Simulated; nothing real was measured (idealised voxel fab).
Process module name: voxel self aligned vias
Square cells of 5 nm make up the cross-section cut, whose width is 300 nm.
Cross-section spec: square-cell grid; bands listed top down; each band is one or more rows.
Each band's line starts with the height of the band's top and of its bottom, in nm. Then come its materials from left to right, each with its width in nm. One material with "throughout" fills the band from edge to edge. "empty" is empty space.
Heights are measured from 0, the level below which the as-received wafer is all one material; the lowest band has no bottom and continues downward, written as in "0 -> down".
The two numbers in a width such as "30..40" mark its ends across the band: the first belongs to the top row of cells, the second to the bottom row, and from each row to the next the width moves by the same amount.
Take "remained unchanged" at face value: in the step it is given for, the cross-section changed in none of its cells.
The label "Closed voids list" introduces a list of the empty spaces, 8 cells or larger, that have no open way up to the top; each entry in it reads width x height at distance, where the distance is taken from the left edge and all three are stated in nm.
after a step's settings: what the simulator itself notes on the step
The line of a step may include "overlay nm". On a step with a mask, this value is how far to the right of its planned place the mask lay. A negative value means the mask lay to the left.
**The planned process steps are enumerated hereunder**
1 RECEIVE with material Si
2 CONFORMAL_DEP with material SiO2, thk nm 15
3 CONFORMAL_DEP with material SiCN, thk nm 5
4 DIRECTIONAL_DEP with material SiO2, thk nm 25
5 PATTERN with tone open, mask id LINES, material resist, width nm 20, pitch nm 60, thk nm 15, overlay nm -15
6 DIRECTIONAL_ETCH with etch materials SiO2, depth nm 25
7 STRIP with etch materials resist
8 CONFORMAL_DEP with material TiN, thk nm 5
9 FILL_DEP with material W, thk nm 10
10 CMP with height nm 45
11 SELECTIVE_ETCH with etch materials W Ru TiN, depth nm 5
12 FILL_DEP with material SiN, thk nm 5
13 CMP with height nm 45
14 DIRECTIONAL_DEP with material SiO2, thk nm 20
15 DIRECTIONAL_DEP with material aC, thk nm 10
16 PATTERN with tone open, mask id VIAS, material resist, width nm 40, pitch nm 60, thk nm 30, overlay nm 0
17 DIRECTIONAL_ETCH with etch materials aC, depth nm 10
18 STRIP with etch materials resist
19 DIRECTIONAL_ETCH with etch materials SiO2, depth nm 20
20 DIRECTIONAL_ETCH with etch materials SiN, depth nm 5
21 STRIP with etch materials aC
22 CONFORMAL_DEP with material TiN, thk nm 5
23 FILL_DEP with material Ru, thk nm 10
24 CMP with height nm 65
25 CONFORMAL_DEP with material SiN, thk nm 5
varied across the wafers: overlay nm of step 5. The plan shows the first wafer's value. All wafers start alike
**Cross-section, first of several wafers, as delivered after step 1**
  0 -> down: Si throughout
  Closed voids list: none
**Row per wafer, end-of-module: cell gain (+)/loss (-) by material since the wafer came in, then closed voids**
overlay nm -15, +57 Ru, +60 SiCN, +63 SiN, +564 SiO2, +78 TiN, +18 W, Closed voids list: none
overlay nm -10, +60 Ru, +60 SiCN, +60 SiN, +564 SiO2, +78 TiN, +18 W, Closed voids list: none
overlay nm -5, +60 Ru, +60 SiCN, +60 SiN, +564 SiO2, +78 TiN, +18 W, Closed voids list: none
overlay nm 0, +60 Ru, +60 SiCN, +60 SiN, +564 SiO2, +78 TiN, +18 W, Closed voids list: none
overlay nm 5, +60 Ru, +60 SiCN, +60 SiN, +564 SiO2, +78 TiN, +18 W, Closed voids list: none
overlay nm 10, +60 Ru, +60 SiCN, +60 SiN, +564 SiO2, +78 TiN, +18 W, Closed voids list: none
overlay nm 15, +57 Ru, +60 SiCN, +63 SiN, +564 SiO2, +78 TiN, +18 W, Closed voids list: none
